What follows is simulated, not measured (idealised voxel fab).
The process module that follows is named voxel self aligned contacts.
We display cut, a cross-section 200 nm in width whose square cells are each 5 nm.
The cross-sections in this document take the form of a grid made of square cells. They are written out as bands, in order from top to bottom. Each band consists of one or more rows of cells.
Top height, bottom height, nm. Materials left to right, width each, nm. Single material + "edge to edge" = fills band edge to edge. "blank" = empty.
It should be noted that heights are counted from 0, beneath which the wafer as supplied is of one material throughout, and that the lowest band possesses no lower boundary but continues downward, as written in "0..down".
So if you see something like "30 to 40" for the width, read it as the top row of the band sitting at the first number and the bottom row at the second, with every row in between moving by the same amount as the last.
Given "nothing was modified" for a step, no cell of the cross-section differs between before and after that step.
"Closed void listing" - sealed voids, min. 8 cells, no opening to top; format: width x height at distance (distance from left edge; nm throughout).
It should be noted that, on the line of a given step, the content following the step's settings is a remark produced by the simulator itself with respect to that step.
For masked steps, "overlay nm" on the step line gives how far right of plan the mask actually lay; a minus sign means it lay to the left.
PLANNED PROCESS STEPS
1: RECEIVE | material Si
2: OXIDIZE | depth nm 5
3: DIRECTIONAL_DEP | material polySi | thk nm 20
4: DIRECTIONAL_DEP | material SiN | thk nm 25
5: PATTERN | tone cover | mask id GATE | material resist | width nm 30 | pitch nm 70 | thk nm 20 | overlay nm 0
6: DIRECTIONAL_ETCH | etch materials SiN | depth nm 25
7: DIRECTIONAL_ETCH | etch materials polySi | depth nm 20
8: STRIP | etch materials resist
9: CONFORMAL_DEP | material SiN | thk nm 10
10: DIRECTIONAL_ETCH | etch materials SiN | depth nm 10
11: FILL_DEP | material SiO2 | thk nm 15
12: CMP | height nm 50
13: MASKED_ETCH | tone open | mask id CONTACT | width nm 50 | pitch nm 70 | etch materials SiO2 | depth nm 55 | overlay nm 0
14: CONFORMAL_DEP | material TiN | thk nm 5
15: FILL_DEP | material W | thk nm 5
16: CMP | height nm 50
17: CONFORMAL_DEP | material SiCN | thk nm 5
INCOMING WAFER IN CROSS-SECTION (STATE: AFTER STEP 1)
* 0..down = Si edge to edge
* Closed void listing: none
MODULE COMPLETE - CROSS-SECTION OF THE FIRST OF TWO WAFERS, RUN ACCORDING TO PLAN
* 55..50 = SiCN edge to edge
* 50..45 = SiO2 (40); TiN (20); W (10); TiN (20); SiO2 (20); TiN (20); W (10); TiN (20); SiO2 (40)
* 45..20 = SiO2 (5); SiN (50); TiN (5); W (10); TiN (5); SiN (50); TiN (5); W (10); TiN (5); SiN (50); SiO2 (5)
* 20..0 = SiO2 (5); SiN (10); polySi (30); SiN (10); TiN (5); W (10); TiN (5); SiN (10); polySi (30); SiN (10); TiN (5); W (10); TiN (5); SiN (10); polySi (30); SiN (10); SiO2 (5)
* 0..-5 = SiO2 (55); TiN (20); SiO2 (50); TiN (20); SiO2 (55)
* -5..down = Si edge to edge
* Closed void listing: none
HERE IS THE SECOND OF THE TWO WAFERS CUT OPEN AT THE END OF THE MODULE - SAME START, SAME PLAN AS THE FIRST ONE, BUT WE MADE ONE MISTAKE RUNNING IT
* 55..50 = SiCN edge to edge
* 50..45 = W edge to edge
* 45..20 = W (5); SiN (50); W (20); SiN (50); W (20); SiN (50); W (5)
* 20..0 = W (5); SiN (10); polySi (30); SiN (10); W (20); SiN (10); polySi (30); SiN (10); W (20); SiN (10); polySi (30); SiN (10); W (5)
* 0..-5 = SiO2 edge to edge
* -5..down = Si edge to edge
* Closed void listing: none
Short version of what went wrong: not per plan at step 11, really ran FILL_DEP | material W | thk nm 15
It is noted that, at the conclusion of processing, the second wafer exhibits a higher or lower cell count for certain materials relative to the first: 30 fewer of SiO2, 60 fewer of TiN, 90 more of W
